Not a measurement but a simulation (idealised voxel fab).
You're looking at the process module voxel wiring stack.
Pictured: cross-section cut, 240 nm wide, on a grid of 5 nm square cells.
Notation: cross-section as square-cell grid; stated in bands, top first, going down; one or more cell rows per band.
Within each band entry, the heights of the top and of the bottom of the band appear first, in that order and in nm; the materials of the band then follow from left to right, each with its corresponding width in nm. The designation "full width" on a single material indicates that it fills the band from edge to edge; the designation "empty" indicates empty space.
For the purposes of this specification, 0 denotes the height below which the wafer in its as-received condition is composed wholly of one material, and the lowermost band, lacking a lower limit, extends downward without end, as expressed in "0 nm and below".
Width: "30 to 40" (first number = top row, second number = bottom row, same change from row to row of cells).
"nothing altered" (step): cross-section cells unchanged, all of them.
Heads up: "Closed void roster" only lists the empty pockets with no open path to the top that are 8 cells or more, and it writes them as width x height at distance, distance from the left edge, in nm.
That trailing text on a step's line, after the settings, is the simulator's own remark on the step.
If you see "overlay nm" on a step's line and that step has a mask, it's telling you how far right of where it was planned the mask ended up; a negative number means it went left instead.
## Steps planned for the process
1) RECEIVE (material Si)
2) CONFORMAL_DEP (material SiO2; thk nm 15)
3) CONFORMAL_DEP (material SiN; thk nm 5)
4) DIRECTIONAL_DEP (material lowk; thk nm 20)
5) PATTERN (tone open; mask id METAL_1; material resist; width nm 30; pitch nm 45; thk nm 15; overlay nm 0)
6) DIRECTIONAL_ETCH (etch materials lowk; depth nm 20)
7) DIRECTIONAL_ETCH (etch materials SiN; depth nm 5)
8) STRIP (etch materials resist)
9) CONFORMAL_DEP (material TiN; thk nm 5)
10) FILL_DEP (material Cu; thk nm 5)
11) CMP (height nm 40)
12) CONFORMAL_DEP (material SiCN; thk nm 5)
13) DIRECTIONAL_DEP (material lowk; thk nm 20)
14) MASKED_ETCH (tone open; mask id PLUG_1; width nm 15; pitch nm 45; etch materials lowk; depth nm 20; overlay nm 0)
15) MASKED_ETCH (tone open; mask id PLUG_1; width nm 15; pitch nm 45; etch materials SiCN; depth nm 5; overlay nm 0)
16) CONFORMAL_DEP (material TiN; thk nm 5)
17) FILL_DEP (material Cu; thk nm 5)
18) CMP (height nm 65)
19) CONFORMAL_DEP (material SiCN; thk nm 5)
20) DIRECTIONAL_DEP (material lowk; thk nm 20)
21) DIRECTIONAL_DEP (material aC; thk nm 15)
22) PATTERN (tone open; mask id METAL_2; material resist; width nm 30; pitch nm 45; thk nm 35; overlay nm 0)
23) DIRECTIONAL_ETCH (etch materials aC; depth nm 15)
24) STRIP (etch materials resist)
25) DIRECTIONAL_ETCH (etch materials lowk; depth nm 20)
26) DIRECTIONAL_ETCH (etch materials SiCN; depth nm 5)
27) STRIP (etch materials aC)
28) CONFORMAL_DEP (material TiN; thk nm 5)
29) FILL_DEP (material W; thk nm 5)
30) CMP (height nm 90)
31) EPI (material Ru; thk nm 5)
32) FILL_DEP (material SiCN; thk nm 5)
33) DIRECTIONAL_DEP (material lowk; thk nm 35)
34) PATTERN (tone open; mask id METAL_3; material resist; width nm 30; pitch nm 45; thk nm 20; overlay nm 0)
35) DIRECTIONAL_ETCH (etch materials lowk; depth nm 20)
36) STRIP (etch materials resist)
37) MASKED_ETCH (tone open; mask id METAL_3_HOLES; width nm 15; pitch nm 45; etch materials lowk; depth nm 15; overlay nm 0)
38) MASKED_ETCH (tone open; mask id METAL_3_HOLES; width nm 15; pitch nm 45; etch materials SiCN; depth nm 5; overlay nm 0)
39) CONFORMAL_DEP (material TiN; thk nm 5)
40) FILL_DEP (material Cu; thk nm 5)
41) CMP (height nm 135)
42) CONFORMAL_DEP (material SiCN; thk nm 5)
## Cross-sectional view of the wafer in its as-received condition, corresponding to the state after step 1
> 0 nm and below  Si full width
> Closed void roster: none
## Cross-section: first of two wafers, module finished, run according to plan
> 140 nm to 135 nm  SiCN full width
> 135 nm to 120 nm  lowk 35 nm  TiN 5 nm  Cu 20 nm  TiN 5 nm  lowk 15 nm  TiN 5 nm  Cu 20 nm  TiN 5 nm  lowk 15 nm  TiN 5 nm  Cu 20 nm  TiN 5 nm  lowk 15 nm  TiN 5 nm  Cu 20 nm  TiN 5 nm  lowk 40 nm
> 120 nm to 115 nm  lowk 35 nm  TiN 5 nm  Cu 5 nm  TiN 20 nm  lowk 15 nm  TiN 5 nm  Cu 5 nm  TiN 20 nm  lowk 15 nm  TiN 5 nm  Cu 5 nm  TiN 20 nm  lowk 15 nm  TiN 5 nm  Cu 5 nm  TiN 20 nm  lowk 40 nm
> 115 nm to 100 nm  lowk 35 nm  TiN 5 nm  Cu 5 nm  TiN 5 nm  lowk 30 nm  TiN 5 nm  Cu 5 nm  TiN 5 nm  lowk 30 nm  TiN 5 nm  Cu 5 nm  TiN 5 nm  lowk 30 nm  TiN 5 nm  Cu 5 nm  TiN 5 nm  lowk 55 nm
> 100 nm to 95 nm  SiCN 35 nm  TiN 15 nm  SiCN 30 nm  TiN 15 nm  SiCN 30 nm  TiN 15 nm  SiCN 30 nm  TiN 15 nm  SiCN 55 nm
> 95 nm to 90 nm  SiCN 30 nm  Ru 40 nm  SiCN 5 nm  Ru 40 nm  SiCN 5 nm  Ru 40 nm  SiCN 5 nm  Ru 40 nm  SiCN 35 nm
> 90 nm to 70 nm  lowk 35 nm  TiN 5 nm  W 20 nm  TiN 5 nm  lowk 15 nm  TiN 5 nm  W 20 nm  TiN 5 nm  lowk 15 nm  TiN 5 nm  W 20 nm  TiN 5 nm  lowk 15 nm  TiN 5 nm  W 20 nm  TiN 5 nm  lowk 40 nm
> 70 nm to 65 nm  SiCN 35 nm  TiN 30 nm  SiCN 15 nm  TiN 30 nm  SiCN 15 nm  TiN 30 nm  SiCN 15 nm  TiN 30 nm  SiCN 40 nm
> 65 nm to 45 nm  lowk 35 nm  TiN 5 nm  Cu 5 nm  TiN 5 nm  lowk 30 nm  TiN 5 nm  Cu 5 nm  TiN 5 nm  lowk 30 nm  TiN 5 nm  Cu 5 nm  TiN 5 nm  lowk 30 nm  TiN 5 nm  Cu 5 nm  TiN 5 nm  lowk 55 nm
> 45 nm to 40 nm  SiCN 35 nm  TiN 15 nm  SiCN 30 nm  TiN 15 nm  SiCN 30 nm  TiN 15 nm  SiCN 30 nm  TiN 15 nm  SiCN 55 nm
> 40 nm to 20 nm  lowk 35 nm  TiN 5 nm  Cu 20 nm  TiN 5 nm  lowk 15 nm  TiN 5 nm  Cu 20 nm  TiN 5 nm  lowk 15 nm  TiN 5 nm  Cu 20 nm  TiN 5 nm  lowk 15 nm  TiN 5 nm  Cu 20 nm  TiN 5 nm  lowk 40 nm
> 20 nm to 15 nm  SiN 35 nm  TiN 30 nm  SiN 15 nm  TiN 30 nm  SiN 15 nm  TiN 30 nm  SiN 15 nm  TiN 30 nm  SiN 40 nm
> 15 nm to 0 nm  SiO2 full width
> 0 nm and below  Si full width
> Closed void roster: none
## Cross-sectional view: second of two wafers, end of module; start and plan identical to the first, one mistake in running
> 140 nm to 135 nm  SiCN full width
> 135 nm to 120 nm  lowk 35 nm  TiN 5 nm  Cu 20 nm  TiN 5 nm  lowk 15 nm  TiN 5 nm  Cu 20 nm  TiN 5 nm  lowk 15 nm  TiN 5 nm  Cu 20 nm  TiN 5 nm  lowk 15 nm  TiN 5 nm  Cu 20 nm  TiN 5 nm  lowk 40 nm
> 120 nm to 115 nm  lowk 35 nm  TiN 5 nm  Cu 5 nm  TiN 20 nm  lowk 15 nm  TiN 5 nm  Cu 5 nm  TiN 20 nm  lowk 15 nm  TiN 5 nm  Cu 5 nm  TiN 20 nm  lowk 15 nm  TiN 5 nm  Cu 5 nm  TiN 20 nm  lowk 40 nm
> 115 nm to 100 nm  lowk 35 nm  TiN 5 nm  Cu 5 nm  TiN 5 nm  lowk 30 nm  TiN 5 nm  Cu 5 nm  TiN 5 nm  lowk 30 nm  TiN 5 nm  Cu 5 nm  TiN 5 nm  lowk 30 nm  TiN 5 nm  Cu 5 nm  TiN 5 nm  lowk 55 nm
> 100 nm to 95 nm  SiCN 35 nm  TiN 15 nm  SiCN 30 nm  TiN 15 nm  SiCN 30 nm  TiN 15 nm  SiCN 30 nm  TiN 15 nm  SiCN 55 nm
> 95 nm to 90 nm  SiCN 30 nm  Ru 40 nm  SiCN 5 nm  Ru 40 nm  SiCN 5 nm  Ru 40 nm  SiCN 5 nm  Ru 40 nm  SiCN 35 nm
> 90 nm to 70 nm  lowk 35 nm  TiN 5 nm  W 20 nm  TiN 5 nm  lowk 15 nm  TiN 5 nm  W 20 nm  TiN 5 nm  lowk 15 nm  TiN 5 nm  W 20 nm  TiN 5 nm  lowk 15 nm  TiN 5 nm  W 20 nm  TiN 5 nm  lowk 40 nm
> 70 nm to 65 nm  SiCN 35 nm  TiN 30 nm  SiCN 15 nm  TiN 30 nm  SiCN 15 nm  TiN 30 nm  SiCN 15 nm  TiN 30 nm  SiCN 40 nm
> 65 nm to 45 nm  lowk 35 nm  TiN 5 nm  Cu 5 nm  TiN 5 nm  lowk 30 nm  TiN 5 nm  Cu 5 nm  TiN 5 nm  lowk 30 nm  TiN 5 nm  Cu 5 nm  TiN 5 nm  lowk 30 nm  TiN 5 nm  Cu 5 nm  TiN 5 nm  lowk 55 nm
> 45 nm to 40 nm  SiCN 35 nm  TiN 15 nm  SiCN 30 nm  TiN 15 nm  SiCN 30 nm  TiN 15 nm  SiCN 30 nm  TiN 15 nm  SiCN 55 nm
> 40 nm to 25 nm  lowk 35 nm  TiN 5 nm  Cu 20 nm  TiN 5 nm  lowk 15 nm  TiN 5 nm  Cu 20 nm  TiN 5 nm  lowk 15 nm  TiN 5 nm  Cu 20 nm  TiN 5 nm  lowk 15 nm  TiN 5 nm  Cu 20 nm  TiN 5 nm  lowk 40 nm
> 25 nm to 20 nm  lowk 35 nm  TiN 30 nm  lowk 15 nm  TiN 30 nm  lowk 15 nm  TiN 30 nm  lowk 15 nm  TiN 30 nm  lowk 40 nm
> 20 nm to 5 nm  SiO2 full width
> 5 nm to 0 nm  SiN full width
> 0 nm and below  Si full width
> Closed void roster: none
It is concluded that the wafer was processed incorrectly with respect to the plan, in that the intended sequence of steps 2 and 3 was reversed during processing, with each occupying the position of the other
Materials where the second wafer ends with more or fewer cells than the first: -16 Cu, +24 SiN, -8 TiN
